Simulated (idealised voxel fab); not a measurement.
The document below concerns the process module designated voxel capacitor over wiring.
Each square cell in cross-section cut measures 5 nm, and the section as a whole is 195 nm wide.
Square cells in a grid make up a cross-section in this document, and the grid is given as bands, listed from the top down, each one or more rows of cells. Per band: top height and bottom height in nm, followed by the left-to-right materials and their widths in nm; "everywhere" marks a single material spanning edge to edge, "blank" marks empty space. Convention: height 0 is the level below which the wafer, as received, is all one material. The lowest band does not terminate at the bottom but continues downward, represented as "top 0, no bottom". When a width is written as two numbers, as in "30->40", the first number is the width in the top row of cells of the band and the second is the width in its bottom row, and the width changes by the same amount from each row to the next. When a step is marked "no modifications", none of the cells in the cross-section changed during that step. This entry, "Closed-off voids", enumerates those empty regions of no fewer than 8 cells that possess no open connection to the top. Each region is reported in the form width x height at distance, the distance being taken from the left edge, with all three quantities expressed in nm. What comes after the settings on a step's line is commentary from the simulator itself on that step. What "overlay nm" on a step's line means: if the step has a mask, that mask lay this far to the right of its planned place, or, when the value is negative, to the left. If you're wondering how to read the rest of this, here's the deal. It's pairs of cross-sections: one from before a process step, one from after it. The after one is only drawn as far down as the lowest band that changed. Right under each pair you'll see which step sits between them and what its settings were. Don't read the pairs as one continuous story, though. They can come from different runs of this module on the same starting wafer, and a pair only carries on from the one above it where its entry headed "Pre-process" says so.

Pre-process:
top 85, bottom 75  55 nm blank | 60 nm TiN | 80 nm blank
top 75, bottom 70  50 nm blank | 70 nm Al2O3 | 75 nm blank
top 70, bottom 60  TiN everywhere
top 60, bottom 45  55 nm lowk | 15 nm Ru | 125 nm lowk
top 45, bottom 40  55 nm SiCN | 15 nm Ru | 125 nm SiCN
top 40, bottom 15  40 nm lowk | 30 nm W | 55 nm lowk | 30 nm W | 40 nm lowk
top 15, bottom 10  40 nm lowk | 30 nm TiN | 55 nm lowk | 30 nm TiN | 40 nm lowk
top 10, bottom 0  SiO2 everywhere
top 0, no bottom  Si everywhere
Closed-off voids: none

Structure After Step:
top 100, bottom 90  55 nm blank | 60 nm aC | 80 nm blank
top 90, bottom 85  50 nm blank | 70 nm aC | 75 nm blank
top 85, bottom 75  55 nm aC | 60 nm TiN | 80 nm aC
top 75, bottom 70  50 nm aC | 70 nm Al2O3 | 75 nm aC
Whatever lies below 70 is exactly as it was before.
Closed-off voids: none
The before and after cross-sections above differ by one step: DIRECTIONAL_DEP | material aC | thk nm 15

Pre-process: The initial state for this step is given by the after cross-section of the immediately preceding pair.

Structure After Step:
top 130, bottom 100  50 nm blank | 70 nm resist | 75 nm blank
top 100, bottom 90  50 nm blank | 5 nm resist | 60 nm aC | 5 nm resist | 75 nm blank
Whatever lies below 90 is exactly as it was before.
Closed-off voids: none
The before and after cross-sections above differ by one step: PATTERN | tone cover | mask id LOWER_PLATE | material resist | width nm 70 | thk nm 30 | overlay nm 0

Pre-process: The initial state for this step is given by the after cross-section of the immediately preceding pair.

Structure After Step:
top 115, bottom 100  50 nm blank | 70 nm resist | 75 nm blank
top 100, bottom 90  50 nm blank | 5 nm resist | 60 nm aC | 5 nm resist | 75 nm blank
top 90, bottom 85  50 nm blank | 70 nm aC | 75 nm blank
top 85, bottom 75  50 nm blank | 5 nm aC | 60 nm TiN | 5 nm aC | 75 nm blank
top 75, bottom 70  50 nm blank | 70 nm Al2O3 | 75 nm blank
Whatever lies below 70 is exactly as it was before.
Closed-off voids: none
The before and after cross-sections above differ by one step: DIRECTIONAL_ETCH | etch materials aC | depth nm 15

Pre-process: The initial state for this step is given by the after cross-section of the immediately preceding pair.

Structure After Step:
top 100, bottom 90  55 nm blank | 60 nm aC | 80 nm blank
Whatever lies below 90 is exactly as it was before.
Closed-off voids: none
The before and after cross-sections above differ by one step: STRIP | etch materials resist

Pre-process: The initial state for this step is given by the after cross-section of the immediately preceding pair.

Structure After Step:
top 100, bottom 90  55 nm blank | 60 nm aC | 80 nm blank
top 90, bottom 85  50 nm blank | 70 nm aC | 75 nm blank
top 85, bottom 75  50 nm blank | 5 nm aC | 60 nm TiN | 5 nm aC | 75 nm blank
top 75, bottom 70  50 nm blank | 70 nm Al2O3 | 75 nm blank
top 70, bottom 60  50 nm blank | 70 nm TiN | 75 nm blank
Whatever lies below 60 is exactly as it was before.
Closed-off voids: none
The before and after cross-sections above differ by one step: DIRECTIONAL_ETCH | etch materials TiN | depth nm 10

Pre-process: The initial state for this step is given by the after cross-section of the immediately preceding pair.

Structure After Step:
top 85, bottom 75  55 nm blank | 60 nm TiN | 80 nm blank
Whatever lies below 75 is exactly as it was before.
Closed-off voids: none
The before and after cross-sections above differ by one step: STRIP | etch materials aC

Pre-process: The initial state for this step is given by the after cross-section of the immediately preceding pair.

Structure After Step:
top 105, bottom 85  SiO2 everywhere
top 85, bottom 75  55 nm SiO2 | 60 nm TiN | 80 nm SiO2
top 75, bottom 70  50 nm SiO2 | 70 nm Al2O3 | 75 nm SiO2
top 70, bottom 60  50 nm SiO2 | 70 nm TiN | 75 nm SiO2
Whatever lies below 60 is exactly as it was before.
Closed-off voids: none
The before and after cross-sections above differ by one step: FILL_DEP | material SiO2 | thk nm 20

Pre-process: The initial state for this step is given by the after cross-section of the immediately preceding pair.

Structure After Step:
top 100, bottom 85  SiO2 everywhere
Whatever lies below 85 is exactly as it was before.
Closed-off voids: none
The before and after cross-sections above differ by one step: CMP | height nm 100

Pre-process: The initial state for this step is given by the after cross-section of the immediately preceding pair.

Structure After Step:
top 115, bottom 100  65 nm resist | 15 nm blank | 115 nm resist
Whatever lies below 100 is exactly as it was before.
Closed-off voids: none
The before and after cross-sections above differ by one step: PATTERN | tone open | mask id PLUG_2 | material resist | width nm 15 | thk nm 15 | overlay nm 0

Pre-process: The initial state for this step is given by the after cross-section of the immediately preceding pair.

Structure After Step:
top 115, bottom 100  65 nm resist | 15 nm blank | 115 nm resist
top 100, bottom 85  65 nm SiO2 | 15 nm blank | 115 nm SiO2
Whatever lies below 85 is exactly as it was before.
Closed-off voids: none
The before and after cross-sections above differ by one step: DIRECTIONAL_ETCH | etch materials SiO2 | depth nm 15

Pre-process: The initial state for this step is given by the after cross-section of the immediately preceding pair.

Structure After Step:
top 100, bottom 85  65 nm SiO2 | 15 nm blank | 115 nm SiO2
Whatever lies below 85 is exactly as it was before.
Closed-off voids: none
The before and after cross-sections above differ by one step: STRIP | etch materials resist

Pre-process: The initial state for this step is given by the after cross-section of the immediately preceding pair.

Structure After Step:
top 105, bottom 100  70 nm TiN | 5 nm blank | 120 nm TiN
top 100, bottom 90  65 nm SiO2 | 5 nm TiN | 5 nm blank | 5 nm TiN | 115 nm SiO2
top 90, bottom 85  65 nm SiO2 | 15 nm TiN | 115 nm SiO2
Whatever lies below 85 is exactly as it was before.
Closed-off voids: none
The before and after cross-sections above differ by one step: CONFORMAL_DEP | material TiN | thk nm 5

Pre-process: The initial state for this step is given by the after cross-section of the immediately preceding pair.

Structure After Step:
top 110, bottom 105  W everywhere
top 105, bottom 100  70 nm TiN | 5 nm W | 120 nm TiN
top 100, bottom 90  65 nm SiO2 | 5 nm TiN | 5 nm W | 5 nm TiN | 115 nm SiO2
Whatever lies below 90 is exactly as it was before.
Closed-off voids: none
The before and after cross-sections above differ by one step: FILL_DEP | material W | thk nm 5

Pre-process: The initial state for this step is given by the after cross-section of the immediately preceding pair.

Structure After Step:
top 100, bottom 90  65 nm SiO2 | 5 nm TiN | 5 nm W | 5 nm TiN | 115 nm SiO2
Whatever lies below 90 is exactly as it was before.
Closed-off voids: none
The before and after cross-sections above differ by one step: CMP | height nm 100

Pre-process: The initial state for this step is given by the after cross-section of the immediately preceding pair.

Structure After Step:
top 105, bottom 100  SiCN everywhere
Whatever lies below 100 is exactly as it was before.
Closed-off voids: none
The before and after cross-sections above differ by one step: CONFORMAL_DEP | material SiCN | thk nm 5

Pre-process:
top 85, bottom 75  TiN everywhere
top 75, bottom 70  Al2O3 everywhere
top 70, bottom 60  TiN everywhere
top 60, bottom 45  55 nm lowk | 15 nm Ru | 125 nm lowk
top 45, bottom 40  55 nm SiCN | 15 nm Ru | 125 nm SiCN
top 40, bottom 15  40 nm lowk | 30 nm W | 55 nm lowk | 30 nm W | 40 nm lowk
top 15, bottom 10  40 nm lowk | 30 nm TiN | 55 nm lowk | 30 nm TiN | 40 nm lowk
top 10, bottom 0  SiO2 everywhere
top 0, no bottom  Si everywhere
Closed-off voids: none

Structure After Step:
top 85, bottom 75  65 nm blank | 60 nm TiN | 70 nm blank
Whatever lies below 75 is exactly as it was before.
Closed-off voids: none
The before and after cross-sections above differ by one step: MASKED_ETCH | tone cover | mask id UPPER_PLATE | width nm 60 | etch materials TiN | depth nm 10 | overlay nm 10

Pre-process: The initial state for this step is given by the after cross-section of the immediately preceding pair.

Structure After Step:
top 85, bottom 75  65 nm blank | 60 nm TiN | 70 nm blank
top 75, bottom 70  55 nm blank | 70 nm Al2O3 | 70 nm blank
Whatever lies below 70 is exactly as it was before.
Closed-off voids: none
The before and after cross-sections above differ by one step: MASKED_ETCH | tone cover | mask id UPPER_PLATE | width nm 60 | etch materials Al2O3 | depth nm 5 | overlay nm 0

Pre-process: The initial state for this step is given by the after cross-section of the immediately preceding pair.

Structure After Step:
top 100, bottom 90  65 nm blank | 60 nm aC | 70 nm blank
top 90, bottom 85  55 nm blank | 70 nm aC | 70 nm blank
top 85, bottom 75  65 nm aC | 60 nm TiN | 70 nm aC
top 75, bottom 70  55 nm aC | 70 nm Al2O3 | 70 nm aC
Whatever lies below 70 is exactly as it was before.
Closed-off voids: none
The before and after cross-sections above differ by one step: DIRECTIONAL_DEP | material aC | thk nm 15

Pre-process: The initial state for this step is given by the after cross-section of the immediately preceding pair.

Structure After Step:
top 130, bottom 100  50 nm blank | 70 nm resist | 75 nm blank
top 100, bottom 90  50 nm blank | 15 nm resist | 60 nm aC | 70 nm blank
top 90, bottom 85  50 nm blank | 5 nm resist | 70 nm aC | 70 nm blank
Whatever lies below 85 is exactly as it was before.
Closed-off voids: none
The before and after cross-sections above differ by one step: PATTERN | tone cover | mask id LOWER_PLATE | material resist | width nm 70 | thk nm 30 | overlay nm 0

Pre-process: The initial state for this step is given by the after cross-section of the immediately preceding pair.

Structure After Step:
top 115, bottom 100  50 nm blank | 70 nm resist | 75 nm blank
top 100, bottom 90  50 nm blank | 15 nm resist | 55 nm aC | 75 nm blank
top 90, bottom 85  50 nm blank | 5 nm resist | 65 nm aC | 75 nm blank
top 85, bottom 75  50 nm blank | 15 nm aC | 60 nm TiN | 70 nm blank
top 75, bottom 70  50 nm blank | 5 nm aC | 70 nm Al2O3 | 70 nm blank
Whatever lies below 70 is exactly as it was before.
Closed-off voids: none
The before and after cross-sections above differ by one step: DIRECTIONAL_ETCH | etch materials aC | depth nm 15

Pre-process: The initial state for this step is given by the after cross-section of the immediately preceding pair.

Structure After Step:
top 100, bottom 90  65 nm blank | 55 nm aC | 75 nm blank
top 90, bottom 85  55 nm blank | 65 nm aC | 75 nm blank
Whatever lies below 85 is exactly as it was before.
Closed-off voids: none
The before and after cross-sections above differ by one step: STRIP | etch materials resist

Pre-process: The initial state for this step is given by the after cross-section of the immediately preceding pair.

Structure After Step:
top 100, bottom 90  65 nm blank | 55 nm aC | 75 nm blank
top 90, bottom 85  55 nm blank | 65 nm aC | 75 nm blank
top 85, bottom 75  50 nm blank | 15 nm aC | 55 nm TiN | 75 nm blank
top 75, bottom 70  50 nm blank | 5 nm aC | 70 nm Al2O3 | 70 nm blank
top 70, bottom 60  50 nm blank | 75 nm TiN | 70 nm blank
Whatever lies below 60 is exactly as it was before.
Closed-off voids: none
The before and after cross-sections above differ by one step: DIRECTIONAL_ETCH | etch materials TiN | depth nm 10

Pre-process: The initial state for this step is given by the after cross-section of the immediately preceding pair.

Structure After Step:
top 85, bottom 75  65 nm blank | 55 nm TiN | 75 nm blank
top 75, bottom 70  55 nm blank | 70 nm Al2O3 | 70 nm blank
Whatever lies below 70 is exactly as it was before.
Closed-off voids: none
The before and after cross-sections above differ by one step: STRIP | etch materials aC

Pre-process: The initial state for this step is given by the after cross-section of the immediately preceding pair.

Structure After Step:
top 105, bottom 85  SiO2 everywhere
top 85, bottom 75  65 nm SiO2 | 55 nm TiN | 75 nm SiO2
top 75, bottom 70  55 nm SiO2 | 70 nm Al2O3 | 70 nm SiO2
top 70, bottom 60  50 nm SiO2 | 75 nm TiN | 70 nm SiO2
Whatever lies below 60 is exactly as it was before.
Closed-off voids: none
The before and after cross-sections above differ by one step: FILL_DEP | material SiO2 | thk nm 20

Pre-process: The initial state for this step is given by the after cross-section of the immediately preceding pair.

Structure After Step:
top 100, bottom 85  SiO2 everywhere
Whatever lies below 85 is exactly as it was before.
Closed-off voids: none
The before and after cross-sections above differ by one step: CMP | height nm 100

Pre-process: The initial state for this step is given by the after cross-section of the immediately preceding pair.

Structure After Step:
top 115, bottom 100  65 nm resist | 15 nm blank | 115 nm resist
Whatever lies below 100 is exactly as it was before.
Closed-off voids: none
The before and after cross-sections above differ by one step: PATTERN | tone open | mask id PLUG_2 | material resist | width nm 15 | thk nm 15 | overlay nm 0

Pre-process: The initial state for this step is given by the after cross-section of the immediately preceding pair.

Structure After Step:
top 115, bottom 100  65 nm resist | 15 nm blank | 115 nm resist
top 100, bottom 85  65 nm SiO2 | 15 nm blank | 115 nm SiO2
Whatever lies below 85 is exactly as it was before.
Closed-off voids: none
The before and after cross-sections above differ by one step: DIRECTIONAL_ETCH | etch materials SiO2 | depth nm 15

Pre-process: The initial state for this step is given by the after cross-section of the immediately preceding pair.

Structure After Step:
top 100, bottom 85  65 nm SiO2 | 15 nm blank | 115 nm SiO2
Whatever lies below 85 is exactly as it was before.
Closed-off voids: none
The before and after cross-sections above differ by one step: STRIP | etch materials resist

Pre-process: The initial state for this step is given by the after cross-section of the immediately preceding pair.

Structure After Step:
top 105, bottom 100  70 nm TiN | 5 nm blank | 120 nm TiN
top 100, bottom 90  65 nm SiO2 | 5 nm TiN | 5 nm blank | 5 nm TiN | 115 nm SiO2
top 90, bottom 85  65 nm SiO2 | 15 nm TiN | 115 nm SiO2
Whatever lies below 85 is exactly as it was before.
Closed-off voids: none
The before and after cross-sections above differ by one step: CONFORMAL_DEP | material TiN | thk nm 5

Pre-process: The initial state for this step is given by the after cross-section of the immediately preceding pair.

Structure After Step:
top 110, bottom 105  W everywhere
top 105, bottom 100  70 nm TiN | 5 nm W | 120 nm TiN
top 100, bottom 90  65 nm SiO2 | 5 nm TiN | 5 nm W | 5 nm TiN | 115 nm SiO2
Whatever lies below 90 is exactly as it was before.
Closed-off voids: none
The before and after cross-sections above differ by one step: FILL_DEP | material W | thk nm 5

Pre-process: The initial state for this step is given by the after cross-section of the immediately preceding pair.

Structure After Step:
top 100, bottom 90  65 nm SiO2 | 5 nm TiN | 5 nm W | 5 nm TiN | 115 nm SiO2
Whatever lies below 90 is exactly as it was before.
Closed-off voids: none
The before and after cross-sections above differ by one step: CMP | height nm 100

Pre-process: The initial state for this step is given by the after cross-section of the immediately preceding pair.

Structure After Step:
top 105, bottom 100  SiCN everywhere
Whatever lies below 100 is exactly as it was before.
Closed-off voids: none
The before and after cross-sections above differ by one step: CONFORMAL_DEP | material SiCN | thk nm 5

Pre-process:
top 70, bottom 60  TiN everywhere
top 60, bottom 45  55 nm lowk | 15 nm Ru | 125 nm lowk
top 45, bottom 40  55 nm SiCN | 15 nm Ru | 125 nm SiCN
top 40, bottom 15  40 nm lowk | 30 nm W | 55 nm lowk | 30 nm W | 40 nm lowk
top 15, bottom 10  40 nm lowk | 30 nm TiN | 55 nm lowk | 30 nm TiN | 40 nm lowk
top 10, bottom 0  SiO2 everywhere
top 0, no bottom  Si everywhere
Closed-off voids: none

Structure After Step:
top 75, bottom 70  Ru everywhere
Whatever lies below 70 is exactly as it was before.
Closed-off voids: none
The before and after cross-sections above differ by one step: DIRECTIONAL_DEP | material Ru | thk nm 5

Pre-process: The initial state for this step is given by the after cross-section of the immediately preceding pair.

Structure After Step:
top 85, bottom 75  TiN everywhere
Whatever lies below 75 is exactly as it was before.
Closed-off voids: none
The before and after cross-sections above differ by one step: DIRECTIONAL_DEP | material TiN | thk nm 10

Pre-process: The initial state for this step is given by the after cross-section of the immediately preceding pair.

Structure After Step:
top 85, bottom 75  55 nm blank | 60 nm TiN | 80 nm blank
Whatever lies below 75 is exactly as it was before.
Closed-off voids: none
The before and after cross-sections above differ by one step: MASKED_ETCH | tone cover | mask id UPPER_PLATE | width nm 60 | etch materials TiN | depth nm 10 | overlay nm 0

Pre-process: The initial state for this step is given by the after cross-section of the immediately preceding pair.

Structure After Step:
top 100, bottom 90  55 nm blank | 60 nm aC | 80 nm blank
top 90, bottom 85  aC everywhere
top 85, bottom 75  55 nm aC | 60 nm TiN | 80 nm aC
Whatever lies below 75 is exactly as it was before.
Closed-off voids: none
The before and after cross-sections above differ by one step: DIRECTIONAL_DEP | material aC | thk nm 15

Pre-process: The initial state for this step is given by the after cross-section of the immediately preceding pair.

Structure After Step:
top 130, bottom 100  50 nm blank | 70 nm resist | 75 nm blank
top 100, bottom 90  50 nm blank | 5 nm resist | 60 nm aC | 5 nm resist | 75 nm blank
Whatever lies below 90 is exactly as it was before.
Closed-off voids: none
The before and after cross-sections above differ by one step: PATTERN | tone cover | mask id LOWER_PLATE | material resist | width nm 70 | thk nm 30 | overlay nm 0

Pre-process: The initial state for this step is given by the after cross-section of the immediately preceding pair.

Structure After Step:
top 115, bottom 100  50 nm blank | 70 nm resist | 75 nm blank
top 100, bottom 90  50 nm blank | 5 nm resist | 60 nm aC | 5 nm resist | 75 nm blank
top 90, bottom 85  50 nm blank | 70 nm aC | 75 nm blank
top 85, bottom 75  50 nm blank | 5 nm aC | 60 nm TiN | 5 nm aC | 75 nm blank
Whatever lies below 75 is exactly as it was before.
Closed-off voids: none
The before and after cross-sections above differ by one step: DIRECTIONAL_ETCH | etch materials aC | depth nm 15

Pre-process: The initial state for this step is given by the after cross-section of the immediately preceding pair.

Structure After Step:
top 100, bottom 90  55 nm blank | 60 nm aC | 80 nm blank
Whatever lies below 90 is exactly as it was before.
Closed-off voids: none
The before and after cross-sections above differ by one step: STRIP | etch materials resist

Pre-process: The initial state for this step is given by the after cross-section of the immediately preceding pair.

Structure After Step:
top 85, bottom 75  55 nm blank | 60 nm TiN | 80 nm blank
Whatever lies below 75 is exactly as it was before.
Closed-off voids: none
The before and after cross-sections above differ by one step: STRIP | etch materials aC

Pre-process: The initial state for this step is given by the after cross-section of the immediately preceding pair.

Structure After Step:
top 105, bottom 85  SiO2 everywhere
top 85, bottom 75  55 nm SiO2 | 60 nm TiN | 80 nm SiO2
Whatever lies below 75 is exactly as it was before.
Closed-off voids: none
The before and after cross-sections above differ by one step: FILL_DEP | material SiO2 | thk nm 20

Pre-process: The initial state for this step is given by the after cross-section of the immediately preceding pair.

Structure After Step:
top 100, bottom 85  SiO2 everywhere
Whatever lies below 85 is exactly as it was before.
Closed-off voids: none
The before and after cross-sections above differ by one step: CMP | height nm 100

Pre-process: The initial state for this step is given by the after cross-section of the immediately preceding pair.

Structure After Step:
top 115, bottom 100  65 nm resist | 15 nm blank | 115 nm resist
Whatever lies below 100 is exactly as it was before.
Closed-off voids: none
The before and after cross-sections above differ by one step: PATTERN | tone open | mask id PLUG_2 | material resist | width nm 15 | thk nm 15 | overlay nm 0

Pre-process: The initial state for this step is given by the after cross-section of the immediately preceding pair.

Structure After Step:
top 115, bottom 100  65 nm resist | 15 nm blank | 115 nm resist
top 100, bottom 85  65 nm SiO2 | 15 nm blank | 115 nm SiO2
Whatever lies below 85 is exactly as it was before.
Closed-off voids: none
The before and after cross-sections above differ by one step: DIRECTIONAL_ETCH | etch materials SiO2 | depth nm 15

Pre-process: The initial state for this step is given by the after cross-section of the immediately preceding pair.

Structure After Step:
top 100, bottom 85  65 nm SiO2 | 15 nm blank | 115 nm SiO2
Whatever lies below 85 is exactly as it was before.
Closed-off voids: none
The before and after cross-sections above differ by one step: STRIP | etch materials resist

Pre-process: The initial state for this step is given by the after cross-section of the immediately preceding pair.

Structure After Step:
top 105, bottom 100  70 nm TiN | 5 nm blank | 120 nm TiN
top 100, bottom 90  65 nm SiO2 | 5 nm TiN | 5 nm blank | 5 nm TiN | 115 nm SiO2
top 90, bottom 85  65 nm SiO2 | 15 nm TiN | 115 nm SiO2
Whatever lies below 85 is exactly as it was before.
Closed-off voids: none
The before and after cross-sections above differ by one step: CONFORMAL_DEP | material TiN | thk nm 5

Pre-process: The initial state for this step is given by the after cross-section of the immediately preceding pair.

Structure After Step:
top 110, bottom 105  W everywhere
top 105, bottom 100  70 nm TiN | 5 nm W | 120 nm TiN
top 100, bottom 90  65 nm SiO2 | 5 nm TiN | 5 nm W | 5 nm TiN | 115 nm SiO2
Whatever lies below 90 is exactly as it was before.
Closed-off voids: none
The before and after cross-sections above differ by one step: FILL_DEP | material W | thk nm 5

Pre-process: The initial state for this step is given by the after cross-section of the immediately preceding pair.

Structure After Step:
top 100, bottom 90  65 nm SiO2 | 5 nm TiN | 5 nm W | 5 nm TiN | 115 nm SiO2
Whatever lies below 90 is exactly as it was before.
Closed-off voids: none
The before and after cross-sections above differ by one step: CMP | height nm 100

Pre-process: The initial state for this step is given by the after cross-section of the immediately preceding pair.

Structure After Step:
top 105, bottom 100  SiCN everywhere
Whatever lies below 100 is exactly as it was before.
Closed-off voids: none
The before and after cross-sections above differ by one step: CONFORMAL_DEP | material SiCN | thk nm 5

Pre-process:
top 55, bottom 40  aC everywhere
top 40, bottom 15  W everywhere
top 15, bottom 10  TiN everywhere
top 10, bottom 0  SiO2 everywhere
top 0, no bottom  Si everywhere
Closed-off voids: none

Structure After Step:
top 85, bottom 55  40 nm resist | 30 nm blank | 55 nm resist | 30 nm blank | 40 nm resist
Whatever lies below 55 is exactly as it was before.
Closed-off voids: none
The before and after cross-sections above differ by one step: PATTERN | tone open | mask id METAL_1 | material resist | width nm 30 | pitch nm 85 | thk nm 30 | overlay nm 0

Pre-process: The initial state for this step is given by the after cross-section of the immediately preceding pair.

Structure After Step:
top 70, bottom 55  40 nm resist | 30 nm blank | 55 nm resist | 30 nm blank | 40 nm resist
top 55, bottom 40  40 nm aC | 30 nm blank | 55 nm aC | 30 nm blank | 40 nm aC
Whatever lies below 40 is exactly as it was before.
Closed-off voids: none
The before and after cross-sections above differ by one step: DIRECTIONAL_ETCH | etch materials aC | depth nm 15

Pre-process: The initial state for this step is given by the after cross-section of the immediately preceding pair.

Structure After Step:
top 55, bottom 40  40 nm aC | 30 nm blank | 55 nm aC | 30 nm blank | 40 nm aC
Whatever lies below 40 is exactly as it was before.
Closed-off voids: none
The before and after cross-sections above differ by one step: STRIP | etch materials resist

Pre-process: The initial state for this step is given by the after cross-section of the immediately preceding pair.

Structure After Step:
top 55, bottom 40  40 nm aC | 30 nm blank | 55 nm aC | 30 nm blank | 40 nm aC
top 40, bottom 15  40 nm W | 30 nm blank | 55 nm W | 30 nm blank | 40 nm W
Whatever lies below 15 is exactly as it was before.
Closed-off voids: none
The before and after cross-sections above differ by one step: DIRECTIONAL_ETCH | etch materials W | depth nm 25

Pre-process: The initial state for this step is given by the after cross-section of the immediately preceding pair.

Structure After Step:
top 55, bottom 40  40 nm aC | 30 nm blank | 55 nm aC | 30 nm blank | 40 nm aC
top 40, bottom 15  40 nm W | 30 nm blank | 55 nm W | 30 nm blank | 40 nm W
top 15, bottom 10  40 nm TiN | 30 nm blank | 55 nm TiN | 30 nm blank | 40 nm TiN
Whatever lies below 10 is exactly as it was before.
Closed-off voids: none
The before and after cross-sections above differ by one step: DIRECTIONAL_ETCH | etch materials TiN | depth nm 5

Pre-process: The initial state for this step is given by the after cross-section of the immediately preceding pair.

Structure After Step:
top 40, bottom 15  40 nm W | 30 nm blank | 55 nm W | 30 nm blank | 40 nm W
Whatever lies below 15 is exactly as it was before.
Closed-off voids: none
The before and after cross-sections above differ by one step: STRIP | etch materials aC

Pre-process: The initial state for this step is given by the after cross-section of the immediately preceding pair.

Structure After Step:
top 50, bottom 40  lowk everywhere
top 40, bottom 15  40 nm W | 30 nm lowk | 55 nm W | 30 nm lowk | 40 nm W
top 15, bottom 10  40 nm TiN | 30 nm lowk | 55 nm TiN | 30 nm lowk | 40 nm TiN
Whatever lies below 10 is exactly as it was before.
Closed-off voids: none
The before and after cross-sections above differ by one step: FILL_DEP | material lowk | thk nm 10

Pre-process: The initial state for this step is given by the after cross-section of the immediately preceding pair.

Structure After Step:
top 40, bottom 15  40 nm W | 30 nm lowk | 55 nm W | 30 nm lowk | 40 nm W
Whatever lies below 15 is exactly as it was before.
Closed-off voids: none
The before and after cross-sections above differ by one step: CMP | height nm 40

Pre-process: The initial state for this step is given by the after cross-section of the immediately preceding pair.

Structure After Step:
top 45, bottom 40  SiCN everywhere
Whatever lies below 40 is exactly as it was before.
Closed-off voids: none
The before and after cross-sections above differ by one step: CONFORMAL_DEP | material SiCN | thk nm 5

Pre-process: The initial state for this step is given by the after cross-section of the immediately preceding pair.

Structure After Step:
top 60, bottom 45  lowk everywhere
Whatever lies below 45 is exactly as it was before.
Closed-off voids: none
The before and after cross-sections above differ by one step: DIRECTIONAL_DEP | material lowk | thk nm 15

Pre-process: The initial state for this step is given by the after cross-section of the immediately preceding pair.

Structure After Step:
top 60, bottom 45  55 nm lowk | 15 nm blank | 125 nm lowk
Whatever lies below 45 is exactly as it was before.
Closed-off voids: none
The before and after cross-sections above differ by one step: MASKED_ETCH | tone open | mask id PLUG_1 | width nm 15 | etch materials lowk | depth nm 15 | overlay nm 0

Pre-process: The initial state for this step is given by the after cross-section of the immediately preceding pair.

Structure After Step:
top 60, bottom 45  55 nm lowk | 15 nm blank | 125 nm lowk
top 45, bottom 40  55 nm SiCN | 15 nm blank | 125 nm SiCN
Whatever lies below 40 is exactly as it was before.
Closed-off voids: none
The before and after cross-sections above differ by one step: MASKED_ETCH | tone open | mask id PLUG_1 | width nm 15 | etch materials SiCN | depth nm 5 | overlay nm 0

Pre-process: The initial state for this step is given by the after cross-section of the immediately preceding pair.

Structure After Step:
top 70, bottom 60  55 nm TiN | 15 nm blank | 125 nm TiN
top 60, bottom 50  55 nm lowk | 15 nm blank | 125 nm lowk
top 50, bottom 45  55 nm lowk | 15 nm TiN | 125 nm lowk
top 45, bottom 40  55 nm SiCN | 15 nm TiN | 125 nm SiCN
Whatever lies below 40 is exactly as it was before.
Closed-off voids: none
The before and after cross-sections above differ by one step: DIRECTIONAL_DEP | material TiN | thk nm 10

Pre-process: The initial state for this step is given by the after cross-section of the immediately preceding pair.

Structure After Step:
top 75, bottom 70  55 nm Al2O3 | 15 nm blank | 125 nm Al2O3
top 70, bottom 60  55 nm TiN | 15 nm blank | 125 nm TiN
top 60, bottom 55  55 nm lowk | 15 nm blank | 125 nm lowk
top 55, bottom 50  55 nm lowk | 15 nm Al2O3 | 125 nm lowk
Whatever lies below 50 is exactly as it was before.
Closed-off voids: none
The before and after cross-sections above differ by one step: DIRECTIONAL_DEP | material Al2O3 | thk nm 5

Pre-process: The initial state for this step is given by the after cross-section of the immediately preceding pair.

Structure After Step:
top 85, bottom 75  55 nm TiN | 15 nm blank | 125 nm TiN
top 75, bottom 70  55 nm Al2O3 | 15 nm blank | 125 nm Al2O3
top 70, bottom 65  55 nm TiN | 15 nm blank | 125 nm TiN
top 65, bottom 60  TiN everywhere
top 60, bottom 55  55 nm lowk | 15 nm TiN | 125 nm lowk
Whatever lies below 55 is exactly as it was before.
Closed-off voids: none
The before and after cross-sections above differ by one step: DIRECTIONAL_DEP | material TiN | thk nm 10

Pre-process: The initial state for this step is given by the after cross-section of the immediately preceding pair.

Structure After Step:
top 85, bottom 75  70 nm blank | 45 nm TiN | 80 nm blank
Whatever lies below 75 is exactly as it was before.
Closed-off voids: none
The before and after cross-sections above differ by one step: MASKED_ETCH | tone cover | mask id UPPER_PLATE | width nm 60 | etch materials TiN | depth nm 10 | overlay nm 0

Pre-process: The initial state for this step is given by the after cross-section of the immediately preceding pair.

Structure After Step:
top 85, bottom 75  70 nm blank | 45 nm TiN | 80 nm blank
top 75, bottom 70  70 nm blank | 45 nm Al2O3 | 80 nm blank
Whatever lies below 70 is exactly as it was before.
Closed-off voids: none
The before and after cross-sections above differ by one step: MASKED_ETCH | tone cover | mask id UPPER_PLATE | width nm 60 | etch materials Al2O3 | depth nm 5 | overlay nm 0

Pre-process: The initial state for this step is given by the after cross-section of the immediately preceding pair.

Structure After Step:
top 100, bottom 85  70 nm blank | 45 nm aC | 80 nm blank
top 85, bottom 80  55 nm aC | 15 nm blank | 45 nm TiN | 80 nm aC
top 80, bottom 75  70 nm aC | 45 nm TiN | 80 nm aC
top 75, bottom 70  70 nm aC | 45 nm Al2O3 | 80 nm aC
top 70, bottom 65  55 nm TiN | 15 nm aC | 125 nm TiN
Whatever lies below 65 is exactly as it was before.
Closed-off voids: none
The before and after cross-sections above differ by one step: DIRECTIONAL_DEP | material aC | thk nm 15

Pre-process: The initial state for this step is given by the after cross-section of the immediately preceding pair.

Structure After Step:
top 130, bottom 100  50 nm blank | 70 nm resist | 75 nm blank
top 100, bottom 85  50 nm blank | 20 nm resist | 45 nm aC | 5 nm resist | 75 nm blank
top 85, bottom 80  55 nm aC | 15 nm resist | 45 nm TiN | 80 nm aC
Whatever lies below 80 is exactly as it was before.
Closed-off voids: none
The before and after cross-sections above differ by one step: PATTERN | tone cover | mask id LOWER_PLATE | material resist | width nm 70 | thk nm 30 | overlay nm 0

Pre-process: The initial state for this step is given by the after cross-section of the immediately preceding pair.

Structure After Step:
top 115, bottom 100  50 nm blank | 70 nm resist | 75 nm blank
top 100, bottom 85  50 nm blank | 20 nm resist | 45 nm aC | 5 nm resist | 75 nm blank
top 85, bottom 80  50 nm blank | 5 nm aC | 15 nm resist | 45 nm TiN | 5 nm aC | 75 nm blank
top 80, bottom 75  50 nm blank | 20 nm aC | 45 nm TiN | 5 nm aC | 75 nm blank
top 75, bottom 70  50 nm blank | 20 nm aC | 45 nm Al2O3 | 5 nm aC | 75 nm blank
Whatever lies below 70 is exactly as it was before.
Closed-off voids: none
The before and after cross-sections above differ by one step: DIRECTIONAL_ETCH | etch materials aC | depth nm 15
